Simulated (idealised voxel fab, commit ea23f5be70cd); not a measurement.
Process module, titled voxel capacitor over wiring
Cross-section cut: width 265 nm, square cells of 5 nm.
Format of a cross-section: grid, square cells. Given as bands. Order: top down. Band: one or more rows of cells.
The band entry comprises the height of the band's top followed by the height of its bottom, expressed in nm, and subsequently the band's materials from left to right, each stated together with its width in nm. Where a single material is marked with the word "edge to edge", that material fills the band from edge to edge. The word "blank" represents empty space.
Heights are expressed relative to 0, this being the level below which the as-received wafer comprises one material exclusively. The lowest band is unbounded in the downward direction and is denoted as in "0 down".
The two numbers in a width such as "30 to 40" mark its ends across the band: the first belongs to the top row of cells, the second to the bottom row, and from each row to the next the width moves by the same amount.
"nothing different" means the step left every cell of the cross-section as it was.
Under "Enclosed internal cavities" you'll find the enclosed gaps, the ones with no way out to the top, that are 8 cells or bigger; each reads width x height at distance, with distance counted from the left edge, everything in nm.
Read whatever lies past the settings on a step's line as the simulator's own remark about the step.
The setting "overlay nm" may be written on the line of a step. When the step uses a mask, the value reports how far to the right of the planned place the mask lay, and a negative value reports that it lay to the left.

-- plan
| 1 | RECEIVE [material Si] |
| 2 | CONFORMAL_DEP [material SiO2] [thk nm 10] |
| 3 | DIRECTIONAL_DEP [material TiN] [thk nm 5] |
| 4 | DIRECTIONAL_DEP [material W] [thk nm 20] |
| 5 | PATTERN [tone cover] [mask id METAL_1] [material resist] [width nm 25] [pitch nm 75] [thk nm 20] [overlay nm 0] |
| 6 | DIRECTIONAL_ETCH [etch materials W] [depth nm 20] |
| 7 | DIRECTIONAL_ETCH [etch materials TiN] [depth nm 5] |
| 8 | STRIP [etch materials resist] |
| 9 | FILL_DEP [material lowk] [thk nm 10] |
| 10 | CMP [height nm 35] |
| 11 | CONFORMAL_DEP [material SiCN] [thk nm 5] |
| 12 | DIRECTIONAL_DEP [material lowk] [thk nm 20] |
| 13 | DIRECTIONAL_DEP [material aC] [thk nm 15] |
| 14 | PATTERN [tone open] [mask id PLUG_1] [material resist] [width nm 15] [thk nm 30] [overlay nm 0] |
| 15 | DIRECTIONAL_ETCH [etch materials aC] [depth nm 15] |
| 16 | STRIP [etch materials resist] |
| 17 | DIRECTIONAL_ETCH [etch materials lowk] [depth nm 20] |
| 18 | DIRECTIONAL_ETCH [etch materials SiCN] [depth nm 5] |
| 19 | STRIP [etch materials aC] |
| 20 | EPI [material Ru] [thk nm 10] |
| 21 | EPI [material Ru] [thk nm 10] |
| 22 | EPI [material Ru] [thk nm 5] |
| 23 | DIRECTIONAL_DEP [material TiN] [thk nm 5] |
| 24 | DIRECTIONAL_DEP [material SiN] [thk nm 5] |
| 25 | DIRECTIONAL_DEP [material TiN] [thk nm 10] |
| 26 | DIRECTIONAL_DEP [material aC] [thk nm 15] |
| 27 | PATTERN [tone cover] [mask id UPPER_PLATE] [material resist] [width nm 55] [thk nm 30] [overlay nm 0] |
| 28 | DIRECTIONAL_ETCH [etch materials aC] [depth nm 15] |
| 29 | STRIP [etch materials resist] |
| 30 | DIRECTIONAL_ETCH [etch materials TiN] [depth nm 10] |
| 31 | DIRECTIONAL_ETCH [etch materials SiN] [depth nm 5] |
| 32 | STRIP [etch materials aC] |
| 33 | MASKED_ETCH [tone cover] [mask id LOWER_PLATE] [width nm 65] [etch materials TiN] [depth nm 5] [overlay nm 0] |
| 34 | FILL_DEP [material SiO2] [thk nm 15] |
| 35 | CMP [height nm 90] |
| 36 | DIRECTIONAL_DEP [material aC] [thk nm 15] |
| 37 | PATTERN [tone open] [mask id PLUG_2] [material resist] [width nm 15] [thk nm 30] [overlay nm 0] |
| 38 | DIRECTIONAL_ETCH [etch materials aC] [depth nm 15] |
| 39 | STRIP [etch materials resist] |
| 40 | DIRECTIONAL_ETCH [etch materials SiO2] [depth nm 10] |
| 41 | STRIP [etch materials aC] |
| 42 | CONFORMAL_DEP [material TiN] [thk nm 5] |
| 43 | FILL_DEP [material W] [thk nm 10] |
| 44 | CMP [height nm 90] |
| 45 | CONFORMAL_DEP [material SiCN] [thk nm 5] |

-- First of two wafers - as planned

-- The cross-section here shows the wafer as received, i.e. in its state after step 1
> 0 down | Si edge to edge
> Enclosed internal cavities: none

-- You're looking at a cross-section of the wafer after step 2
> 10 to 0 | SiO2 edge to edge
> For the remainder of the cross-section, below 0, there is no change.

-- You're looking at a cross-section of the wafer after step 3
> 15 to 10 | TiN edge to edge
> For the remainder of the cross-section, below 10, there is no change.

-- You're looking at a cross-section of the wafer after step 4
> 35 to 15 | W edge to edge
> For the remainder of the cross-section, below 15, there is no change.

-- You're looking at a cross-section of the wafer after step 5
> 55 to 35 | 80 nm blank / 25 nm resist / 50 nm blank / 25 nm resist / 85 nm blank
> For the remainder of the cross-section, below 35, there is no change.

-- You're looking at a cross-section of the wafer after step 6
> 55 to 35 | 80 nm blank / 25 nm resist / 50 nm blank / 25 nm resist / 85 nm blank
> 35 to 15 | 80 nm blank / 25 nm W / 50 nm blank / 25 nm W / 85 nm blank
> For the remainder of the cross-section, below 15, there is no change.

-- You're looking at a cross-section of the wafer after step 7
> 55 to 35 | 80 nm blank / 25 nm resist / 50 nm blank / 25 nm resist / 85 nm blank
> 35 to 15 | 80 nm blank / 25 nm W / 50 nm blank / 25 nm W / 85 nm blank
> 15 to 10 | 80 nm blank / 25 nm TiN / 50 nm blank / 25 nm TiN / 85 nm blank
> For the remainder of the cross-section, below 10, there is no change.

-- You're looking at a cross-section of the wafer after step 8
> 35 to 15 | 80 nm blank / 25 nm W / 50 nm blank / 25 nm W / 85 nm blank
> For the remainder of the cross-section, below 15, there is no change.

-- You're looking at a cross-section of the wafer after step 9
> 45 to 35 | lowk edge to edge
> 35 to 15 | 80 nm lowk / 25 nm W / 50 nm lowk / 25 nm W / 85 nm lowk
> 15 to 10 | 80 nm lowk / 25 nm TiN / 50 nm lowk / 25 nm TiN / 85 nm lowk
> For the remainder of the cross-section, below 10, there is no change.

-- You're looking at a cross-section of the wafer after step 10
> 35 to 15 | 80 nm lowk / 25 nm W / 50 nm lowk / 25 nm W / 85 nm lowk
> For the remainder of the cross-section, below 15, there is no change.

-- You're looking at a cross-section of the wafer after step 11
> 40 to 35 | SiCN edge to edge
> For the remainder of the cross-section, below 35, there is no change.

-- You're looking at a cross-section of the wafer after step 12
> 60 to 40 | lowk edge to edge
> For the remainder of the cross-section, below 40, there is no change.

-- You're looking at a cross-section of the wafer after step 13
> 75 to 60 | aC edge to edge
> For the remainder of the cross-section, below 60, there is no change.

-- You're looking at a cross-section of the wafer after step 14
> 105 to 75 | 90 nm resist / 15 nm blank / 160 nm resist
> For the remainder of the cross-section, below 75, there is no change.

-- You're looking at a cross-section of the wafer after step 15
> 90 to 75 | 90 nm resist / 15 nm blank / 160 nm resist
> 75 to 60 | 90 nm aC / 15 nm blank / 160 nm aC
> For the remainder of the cross-section, below 60, there is no change.

-- You're looking at a cross-section of the wafer after step 16
> 75 to 60 | 90 nm aC / 15 nm blank / 160 nm aC
> For the remainder of the cross-section, below 60, there is no change.

-- You're looking at a cross-section of the wafer after step 17
> 75 to 60 | 90 nm aC / 15 nm blank / 160 nm aC
> 60 to 40 | 90 nm lowk / 15 nm blank / 160 nm lowk
> For the remainder of the cross-section, below 40, there is no change.

-- You're looking at a cross-section of the wafer after step 18
> 75 to 60 | 90 nm aC / 15 nm blank / 160 nm aC
> 60 to 40 | 90 nm lowk / 15 nm blank / 160 nm lowk
> 40 to 35 | 90 nm SiCN / 15 nm blank / 160 nm SiCN
> For the remainder of the cross-section, below 35, there is no change.

-- You're looking at a cross-section of the wafer after step 19
> 60 to 40 | 90 nm lowk / 15 nm blank / 160 nm lowk
> For the remainder of the cross-section, below 40, there is no change.

-- You're looking at a cross-section of the wafer after step 20
> 60 to 45 | 90 nm lowk / 15 nm blank / 160 nm lowk
> 45 to 40 | 90 nm lowk / 15 nm Ru / 160 nm lowk
> 40 to 35 | 90 nm SiCN / 15 nm Ru / 160 nm SiCN
> For the remainder of the cross-section, below 35, there is no change.

-- You're looking at a cross-section of the wafer after step 21
> 60 to 55 | 90 nm lowk / 15 nm blank / 160 nm lowk
> 55 to 40 | 90 nm lowk / 15 nm Ru / 160 nm lowk
> For the remainder of the cross-section, below 40, there is no change.

-- You're looking at a cross-section of the wafer after step 22
> 60 to 40 | 90 nm lowk / 15 nm Ru / 160 nm lowk
> For the remainder of the cross-section, below 40, there is no change.

-- You're looking at a cross-section of the wafer after step 23
> 65 to 60 | TiN edge to edge
> For the remainder of the cross-section, below 60, there is no change.

-- You're looking at a cross-section of the wafer after step 24
> 70 to 65 | SiN edge to edge
> For the remainder of the cross-section, below 65, there is no change.

-- You're looking at a cross-section of the wafer after step 25
> 80 to 70 | TiN edge to edge
> For the remainder of the cross-section, below 70, there is no change.

-- You're looking at a cross-section of the wafer after step 26
> 95 to 80 | aC edge to edge
> For the remainder of the cross-section, below 80, there is no change.

-- You're looking at a cross-section of the wafer after step 27
> 125 to 95 | 90 nm blank / 55 nm resist / 120 nm blank
> For the remainder of the cross-section, below 95, there is no change.

-- You're looking at a cross-section of the wafer after step 28
> 110 to 95 | 90 nm blank / 55 nm resist / 120 nm blank
> 95 to 80 | 90 nm blank / 55 nm aC / 120 nm blank
> For the remainder of the cross-section, below 80, there is no change.

-- You're looking at a cross-section of the wafer after step 29
> 95 to 80 | 90 nm blank / 55 nm aC / 120 nm blank
> For the remainder of the cross-section, below 80, there is no change.

-- You're looking at a cross-section of the wafer after step 30
> 95 to 80 | 90 nm blank / 55 nm aC / 120 nm blank
> 80 to 70 | 90 nm blank / 55 nm TiN / 120 nm blank
> For the remainder of the cross-section, below 70, there is no change.

-- You're looking at a cross-section of the wafer after step 31
> 95 to 80 | 90 nm blank / 55 nm aC / 120 nm blank
> 80 to 70 | 90 nm blank / 55 nm TiN / 120 nm blank
> 70 to 65 | 90 nm blank / 55 nm SiN / 120 nm blank
> For the remainder of the cross-section, below 65, there is no change.

-- You're looking at a cross-section of the wafer after step 32
> 80 to 70 | 90 nm blank / 55 nm TiN / 120 nm blank
> For the remainder of the cross-section, below 70, there is no change.

-- You're looking at a cross-section of the wafer after step 33
> 80 to 70 | 90 nm blank / 55 nm TiN / 120 nm blank
> 70 to 65 | 90 nm blank / 55 nm SiN / 120 nm blank
> 65 to 60 | 85 nm blank / 65 nm TiN / 115 nm blank
> For the remainder of the cross-section, below 60, there is no change.

-- You're looking at a cross-section of the wafer after step 34
> 95 to 80 | SiO2 edge to edge
> 80 to 70 | 90 nm SiO2 / 55 nm TiN / 120 nm SiO2
> 70 to 65 | 90 nm SiO2 / 55 nm SiN / 120 nm SiO2
> 65 to 60 | 85 nm SiO2 / 65 nm TiN / 115 nm SiO2
> For the remainder of the cross-section, below 60, there is no change.

-- You're looking at a cross-section of the wafer after step 35
> 90 to 80 | SiO2 edge to edge
> For the remainder of the cross-section, below 80, there is no change.

-- You're looking at a cross-section of the wafer after step 36
> 105 to 90 | aC edge to edge
> For the remainder of the cross-section, below 90, there is no change.

-- You're looking at a cross-section of the wafer after step 37
> 135 to 105 | 100 nm resist / 15 nm blank / 150 nm resist
> For the remainder of the cross-section, below 105, there is no change.

-- You're looking at a cross-section of the wafer after step 38
> 120 to 105 | 100 nm resist / 15 nm blank / 150 nm resist
> 105 to 90 | 100 nm aC / 15 nm blank / 150 nm aC
> For the remainder of the cross-section, below 90, there is no change.

-- You're looking at a cross-section of the wafer after step 39
> 105 to 90 | 100 nm aC / 15 nm blank / 150 nm aC
> For the remainder of the cross-section, below 90, there is no change.

-- You're looking at a cross-section of the wafer after step 40
> 105 to 90 | 100 nm aC / 15 nm blank / 150 nm aC
> 90 to 80 | 100 nm SiO2 / 15 nm blank / 150 nm SiO2
> For the remainder of the cross-section, below 80, there is no change.

-- You're looking at a cross-section of the wafer after step 41
> 90 to 80 | 100 nm SiO2 / 15 nm blank / 150 nm SiO2
> For the remainder of the cross-section, below 80, there is no change.

-- You're looking at a cross-section of the wafer after step 42
> 95 to 90 | 105 nm TiN / 5 nm blank / 155 nm TiN
> 90 to 85 | 100 nm SiO2 / 5 nm TiN / 5 nm blank / 5 nm TiN / 150 nm SiO2
> 85 to 80 | 100 nm SiO2 / 15 nm TiN / 150 nm SiO2
> For the remainder of the cross-section, below 80, there is no change.

-- You're looking at a cross-section of the wafer after step 43
> 105 to 95 | W edge to edge
> 95 to 90 | 105 nm TiN / 5 nm W / 155 nm TiN
> 90 to 85 | 100 nm SiO2 / 5 nm TiN / 5 nm W / 5 nm TiN / 150 nm SiO2
> For the remainder of the cross-section, below 85, there is no change.

-- You're looking at a cross-section of the wafer after step 44
> 90 to 85 | 100 nm SiO2 / 5 nm TiN / 5 nm W / 5 nm TiN / 150 nm SiO2
> For the remainder of the cross-section, below 85, there is no change.

-- You're looking at a cross-section of the wafer after step 45
> 95 to 90 | SiCN edge to edge
> For the remainder of the cross-section, below 90, there is no change.

-- Second wafer: same start and same plan as the first, one execution error; identical to the first through step 19

-- Cross-section of the second wafer at the time by which step 21 should have been completed according to the plan
> 65 to 60 | 85 nm blank / 25 nm Ru / 155 nm blank
> 60 to 40 | 90 nm lowk / 15 nm Ru / 160 nm lowk
> 40 to 35 | 90 nm SiCN / 15 nm Ru / 160 nm SiCN
> For the remainder of the cross-section, below 35, there is no change.

-- Cross-section of the second wafer at the time by which step 22 should have been completed according to the plan
> 70 to 60 | 80 nm blank / 35 nm Ru / 150 nm blank
> For the remainder of the cross-section, below 60, there is no change.

-- Cross-section of the second wafer at the time by which step 23 should have been completed according to the plan
> 75 to 70 | 80 nm blank / 35 nm TiN / 150 nm blank
> 70 to 65 | 80 nm blank / 35 nm Ru / 150 nm blank
> 65 to 60 | 80 nm TiN / 35 nm Ru / 150 nm TiN
> For the remainder of the cross-section, below 60, there is no change.

-- Cross-section of the second wafer at the time by which step 24 should have been completed according to the plan
> 80 to 75 | 80 nm blank / 35 nm SiN / 150 nm blank
> 75 to 70 | 80 nm blank / 35 nm TiN / 150 nm blank
> 70 to 65 | 80 nm SiN / 35 nm Ru / 150 nm SiN
> For the remainder of the cross-section, below 65, there is no change.

-- Cross-section of the second wafer at the time by which step 25 should have been completed according to the plan
> 90 to 80 | 80 nm blank / 35 nm TiN / 150 nm blank
> 80 to 75 | 80 nm TiN / 35 nm SiN / 150 nm TiN
> 75 to 70 | TiN edge to edge
> For the remainder of the cross-section, below 70, there is no change.

-- Cross-section of the second wafer at the time by which step 26 should have been completed according to the plan
> 105 to 95 | 80 nm blank / 35 nm aC / 150 nm blank
> 95 to 90 | aC edge to edge
> 90 to 80 | 80 nm aC / 35 nm TiN / 150 nm aC
> For the remainder of the cross-section, below 80, there is no change.

-- Cross-section of the second wafer at the time by which step 27 should have been completed according to the plan
> 135 to 105 | 90 nm blank / 55 nm resist / 120 nm blank
> 105 to 95 | 80 nm blank / 35 nm aC / 30 nm resist / 120 nm blank
> For the remainder of the cross-section, below 95, there is no change.

-- Cross-section of the second wafer at the time by which step 28 should have been completed according to the plan
> 120 to 105 | 90 nm blank / 55 nm resist / 120 nm blank
> 105 to 95 | 90 nm blank / 25 nm aC / 30 nm resist / 120 nm blank
> 95 to 90 | 90 nm blank / 55 nm aC / 120 nm blank
> 90 to 80 | 80 nm blank / 35 nm TiN / 30 nm aC / 120 nm blank
> For the remainder of the cross-section, below 80, there is no change.

-- Cross-section of the second wafer at the time by which step 29 should have been completed according to the plan
> 105 to 95 | 90 nm blank / 25 nm aC / 150 nm blank
> For the remainder of the cross-section, below 95, there is no change.

-- Cross-section of the second wafer at the time by which step 30 should have been completed according to the plan
> 105 to 95 | 90 nm blank / 25 nm aC / 150 nm blank
> 95 to 90 | 90 nm blank / 55 nm aC / 120 nm blank
> 90 to 80 | 90 nm blank / 25 nm TiN / 30 nm aC / 120 nm blank
> 80 to 75 | 80 nm blank / 35 nm SiN / 30 nm TiN / 120 nm blank
> 75 to 70 | 80 nm blank / 65 nm TiN / 120 nm blank
> For the remainder of the cross-section, below 70, there is no change.

-- Cross-section of the second wafer at the time by which step 31 should have been completed according to the plan
> 105 to 95 | 90 nm blank / 25 nm aC / 150 nm blank
> 95 to 90 | 90 nm blank / 55 nm aC / 120 nm blank
> 90 to 80 | 90 nm blank / 25 nm TiN / 30 nm aC / 120 nm blank
> 80 to 75 | 90 nm blank / 25 nm SiN / 30 nm TiN / 120 nm blank
> 75 to 70 | 80 nm blank / 65 nm TiN / 120 nm blank
> 70 to 65 | 80 nm blank / 35 nm Ru / 30 nm SiN / 120 nm blank
> For the remainder of the cross-section, below 65, there is no change.

-- Cross-section of the second wafer at the time by which step 32 should have been completed according to the plan
> 90 to 80 | 90 nm blank / 25 nm TiN / 150 nm blank
> For the remainder of the cross-section, below 80, there is no change.

-- Cross-section of the second wafer at the time by which step 33 should have been completed according to the plan
> 90 to 80 | 90 nm blank / 25 nm TiN / 150 nm blank
> 80 to 75 | 90 nm blank / 25 nm SiN / 30 nm TiN / 120 nm blank
> 75 to 70 | 85 nm blank / 60 nm TiN / 120 nm blank
> 70 to 65 | 80 nm blank / 35 nm Ru / 30 nm SiN / 120 nm blank
> 65 to 60 | 80 nm blank / 35 nm Ru / 35 nm TiN / 115 nm blank
> For the remainder of the cross-section, below 60, there is no change.

-- Cross-section of the second wafer at the time by which step 34 should have been completed according to the plan
> 105 to 90 | SiO2 edge to edge
> 90 to 80 | 90 nm SiO2 / 25 nm TiN / 150 nm SiO2
> 80 to 75 | 90 nm SiO2 / 25 nm SiN / 30 nm TiN / 120 nm SiO2
> 75 to 70 | 85 nm SiO2 / 60 nm TiN / 120 nm SiO2
> 70 to 65 | 80 nm SiO2 / 35 nm Ru / 30 nm SiN / 120 nm SiO2
> 65 to 60 | 80 nm SiO2 / 35 nm Ru / 35 nm TiN / 115 nm SiO2
> For the remainder of the cross-section, below 60, there is no change.

-- Cross-section of the second wafer at the time by which step 35 should have been completed according to the plan
> 90 to 80 | 90 nm SiO2 / 25 nm TiN / 150 nm SiO2
> For the remainder of the cross-section, below 80, there is no change.

-- Cross-section of the second wafer at the time by which step 36 should have been completed according to the plan
> 105 to 90 | aC edge to edge
> For the remainder of the cross-section, below 90, there is no change.

-- Cross-section of the second wafer at the time by which step 37 should have been completed according to the plan
> 135 to 105 | 100 nm resist / 15 nm blank / 150 nm resist
> For the remainder of the cross-section, below 105, there is no change.

-- Cross-section of the second wafer at the time by which step 38 should have been completed according to the plan
> 120 to 105 | 100 nm resist / 15 nm blank / 150 nm resist
> 105 to 90 | 100 nm aC / 15 nm blank / 150 nm aC
> For the remainder of the cross-section, below 90, there is no change.

-- Cross-section of the second wafer at the time by which step 39 should have been completed according to the plan
> 105 to 90 | 100 nm aC / 15 nm blank / 150 nm aC
> For the remainder of the cross-section, below 90, there is no change.

Cross-section of the second wafer at the time by which step 40 should have been completed according to the plan: nothing different

-- Cross-section of the second wafer at the time by which step 41 should have been completed according to the plan
> 90 to 80 | 90 nm SiO2 / 25 nm TiN / 150 nm SiO2
> For the remainder of the cross-section, below 80, there is no change.

-- Cross-section of the second wafer at the time by which step 42 should have been completed according to the plan
> 95 to 90 | TiN edge to edge
> For the remainder of the cross-section, below 90, there is no change.

-- Cross-section of the second wafer at the time by which step 43 should have been completed according to the plan
> 105 to 95 | W edge to edge
> For the remainder of the cross-section, below 95, there is no change.

-- Cross-section of the second wafer at the time by which step 44 should have been completed according to the plan
> 90 to 80 | 90 nm SiO2 / 25 nm TiN / 150 nm SiO2
> For the remainder of the cross-section, below 80, there is no change.

-- Cross-section of the second wafer at the time by which step 45 should have been completed according to the plan
> 95 to 90 | SiCN edge to edge
> For the remainder of the cross-section, below 90, there is no change.
Short version of what went wrong: one of 20 and 21 got run twice; they're all identical, so no saying which
The final cell counts differ between the wafers, with the second having more or fewer of some materials than the first: Ru +14; SiO2 -8; TiN -5; W -1
